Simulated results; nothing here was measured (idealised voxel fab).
process module | voxel double patterning
cross-section cut | 210 nm wide | cells 5 nm
A cross-section is a grid of square cells, given in bands from the top down. A band is one or more rows of cells.
Each band's line starts with the height of the band's top and of its bottom, in nm. Then come its materials from left to right, each with its width in nm. One material with "throughout" fills the band from edge to edge. "air" is empty space.
Height 0 is the level under which the wafer as received is all one material. The lowest band goes on downwards, as in "0 down".
A width such as "30 to 40" changes by the same amount from each row of cells to the next, from the band's top row to its bottom row.
"no change" after a step means that no cell of the cross-section changed.
closed voids: empty space of 8 cells or more with no open way to the top, each as width x height at its distance from the left edge, in nm
after a step's settings: what the simulator itself notes on the step
overlay nm, on a step with a mask: how far to the right of its planned place the mask lay; to the left if negative
plan
1 op RECEIVE | material Si
2 op CONFORMAL_DEP | material SiO2 | thk nm 5
3 op DIRECTIONAL_DEP | material W | thk nm 10
4 op DIRECTIONAL_DEP | material SiN | thk nm 10
5 op MASKED_ETCH | tone open | mask id FIRST | width nm 15 | pitch nm 50 | etch materials SiN | depth nm 10 | overlay nm 0
6 op MASKED_ETCH | tone open | mask id SECOND | width nm 15 | etch materials SiN | depth nm 10 | overlay nm 0
7 op DIRECTIONAL_ETCH | etch materials W | depth nm 10
8 op STRIP | etch materials SiN
first wafer, as planned
as received, after step 1
  0 down: Si throughout
  closed voids: none
after step 2
  5 to 0: SiO2 throughout
  below 0: unchanged
after step 3
  15 to 5: W throughout
  below 5: unchanged
after step 4
  25 to 15: SiN throughout
  below 15: unchanged
after step 5
  25 to 15: SiN 70 | air 15 | SiN 35 | air 15 | SiN 75
  below 15: unchanged
after step 6
  25 to 15: SiN 70 | air 15 | SiN 10 | air 15 | SiN 10 | air 15 | SiN 75
  below 15: unchanged
after step 7
  25 to 15: SiN 70 | air 15 | SiN 10 | air 15 | SiN 10 | air 15 | SiN 75
  15 to 5: W 70 | air 15 | W 10 | air 15 | W 10 | air 15 | W 75
  below 5: unchanged
after step 8
  15 to 5: W 70 | air 15 | W 10 | air 15 | W 10 | air 15 | W 75
  below 5: unchanged
second wafer: like start, like plan, one mistake. Through step 5 it matches the first wafer
when step 6 should have ended
  25 to 15: SiN 70 | air 15 | SiN 5 | air 25 | SiN 5 | air 15 | SiN 75
  below 15: unchanged
when step 7 should have ended
  25 to 15: SiN 70 | air 15 | SiN 5 | air 25 | SiN 5 | air 15 | SiN 75
  15 to 5: W 70 | air 15 | W 5 | air 25 | W 5 | air 15 | W 75
  below 5: unchanged
when step 8 should have ended
  15 to 5: W 70 | air 15 | W 5 | air 25 | W 5 | air 15 | W 75
  below 5: unchanged
what went wrong: step 6 ran as: op MASKED_ETCH | tone open | mask id SECOND | width nm 25 | etch materials SiN | depth nm 10 | overlay nm 0
at the end the second wafer has, in cells: 4 fewer of W
